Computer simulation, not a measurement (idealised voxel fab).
Process module under the name voxel capacitor over wiring
In the cross-section labelled cut, the width is 185 nm and each square cell is 5 nm.
Reading order for cross-sections: top band down to bottom band. Underlying form: a grid of square cells. Band size: one or more rows of cells. Top height, bottom height, nm. Materials left to right, width each, nm. Single material + "full width" = fills band edge to edge. "air" = empty. For the purposes of this specification, 0 denotes the height below which the wafer in its as-received condition is composed wholly of one material, and the lowermost band, lacking a lower limit, extends downward without end, as expressed in "from 0 down". When a width is written as two numbers, as in "30..40", the first number is the width in the top row of cells of the band and the second is the width in its bottom row, and the width changes by the same amount from each row to the next. Reading "left unchanged" for a step: not a cell of the cross-section changed in it. The entry "Closed void roster" lists the empty spaces that cover at least 8 cells and have no open path to the top. Each is written as width x height at distance, where the distance is measured from the left edge and all three values are in nm. Whatever follows a step's settings on its line is a remark the simulator itself makes about that step. overlay nm: step with mask; distance mask lay right of planned place; negative value = left of planned place.
So here's the lineup of process steps we planned:
| 1 | RECEIVE, material Si |
| 2 | CONFORMAL_DEP, material SiO2, thk nm 15 |
| 3 | DIRECTIONAL_DEP, material TiN, thk nm 5 |
| 4 | DIRECTIONAL_DEP, material Ru, thk nm 15 |
| 5 | MASKED_ETCH, tone cover, mask id METAL_1, width nm 30, pitch nm 100, etch materials Ru, depth nm 15, overlay nm 0 |
| 6 | MASKED_ETCH, tone cover, mask id METAL_1, width nm 30, pitch nm 100, etch materials TiN, depth nm 5, overlay nm 0 |
| 7 | FILL_DEP, material SiO2, thk nm 5 |
| 8 | CMP, height nm 35 |
| 9 | CONFORMAL_DEP, material SiCN, thk nm 5 |
| 10 | DIRECTIONAL_DEP, material lowk, thk nm 15 |
| 11 | DIRECTIONAL_DEP, material aC, thk nm 15 |
| 12 | PATTERN, tone open, mask id PLUG_1, material resist, width nm 15, thk nm 35, overlay nm 0 |
| 13 | DIRECTIONAL_ETCH, etch materials aC, depth nm 15 |
| 14 | STRIP, etch materials resist |
| 15 | DIRECTIONAL_ETCH, etch materials lowk, depth nm 15 |
| 16 | DIRECTIONAL_ETCH, etch materials SiCN, depth nm 5 |
| 17 | STRIP, etch materials aC |
| 18 | CONFORMAL_DEP, material TiN, thk nm 5 |
| 19 | FILL_DEP, material Cu, thk nm 5 |
| 20 | CMP, height nm 55 |
| 21 | DIRECTIONAL_DEP, material TiN, thk nm 10 |
| 22 | DIRECTIONAL_DEP, material HfO2, thk nm 5 |
| 23 | DIRECTIONAL_DEP, material TiN, thk nm 5 |
| 24 | DIRECTIONAL_DEP, material aC, thk nm 10 |
| 25 | PATTERN, tone cover, mask id UPPER_PLATE, material resist, width nm 75, thk nm 30, overlay nm 0 |
| 26 | DIRECTIONAL_ETCH, etch materials aC, depth nm 10 |
| 27 | STRIP, etch materials resist |
| 28 | DIRECTIONAL_ETCH, etch materials TiN, depth nm 5 |
| 29 | DIRECTIONAL_ETCH, etch materials HfO2, depth nm 5 |
| 30 | STRIP, etch materials aC |
| 31 | DIRECTIONAL_DEP, material aC, thk nm 15 |
| 32 | PATTERN, tone cover, mask id LOWER_PLATE, material resist, width nm 85, thk nm 30, overlay nm 0 |
| 33 | DIRECTIONAL_ETCH, etch materials aC, depth nm 15 |
| 34 | STRIP, etch materials resist |
| 35 | DIRECTIONAL_ETCH, etch materials TiN, depth nm 10 |
| 36 | STRIP, etch materials aC |
| 37 | FILL_DEP, material SiO2, thk nm 20 |
| 38 | CMP, height nm 90 |
| 39 | MASKED_ETCH, tone open, mask id PLUG_2, width nm 15, etch materials SiO2, depth nm 15, overlay nm 0 |
| 40 | CONFORMAL_DEP, material TiN, thk nm 5 |
| 41 | FILL_DEP, material Ru, thk nm 5 |
| 42 | CMP, height nm 90 |
| 43 | CONFORMAL_DEP, material SiCN, thk nm 5 |
Incoming wafer, cross-sectional view, post step 1:
from 0 down = Si full width
Closed void roster: none
End-of-module cross-section. Starting structure and process plan as above; one mistake made in running it:
from 95 to 90 = SiCN full width
from 90 to 80 = 50 nm SiO2  5 nm TiN  5 nm Ru  5 nm TiN  120 nm SiO2
from 80 to 75 = 50 nm SiO2  15 nm TiN  120 nm SiO2
from 75 to 70 = 40 nm SiO2  75 nm HfO2  70 nm SiO2
from 70 to 60 = 35 nm SiO2  85 nm TiN  65 nm SiO2
from 60 to 55 = TiN full width
from 55 to 40 = 40 nm lowk  5 nm TiN  5 nm Cu  5 nm TiN  130 nm lowk
from 40 to 35 = 40 nm SiCN  15 nm TiN  130 nm SiCN
from 35 to 20 = 25 nm SiO2  30 nm Ru  70 nm SiO2  30 nm Ru  30 nm SiO2
from 20 to 15 = 25 nm SiO2  30 nm TiN  70 nm SiO2  30 nm TiN  30 nm SiO2
from 15 to 0 = SiO2 full width
from 0 down = Si full width
Closed void roster: none
Against the plan, the run slipped here: step 23 occupied the plan position of step 22, and the converse holds as well
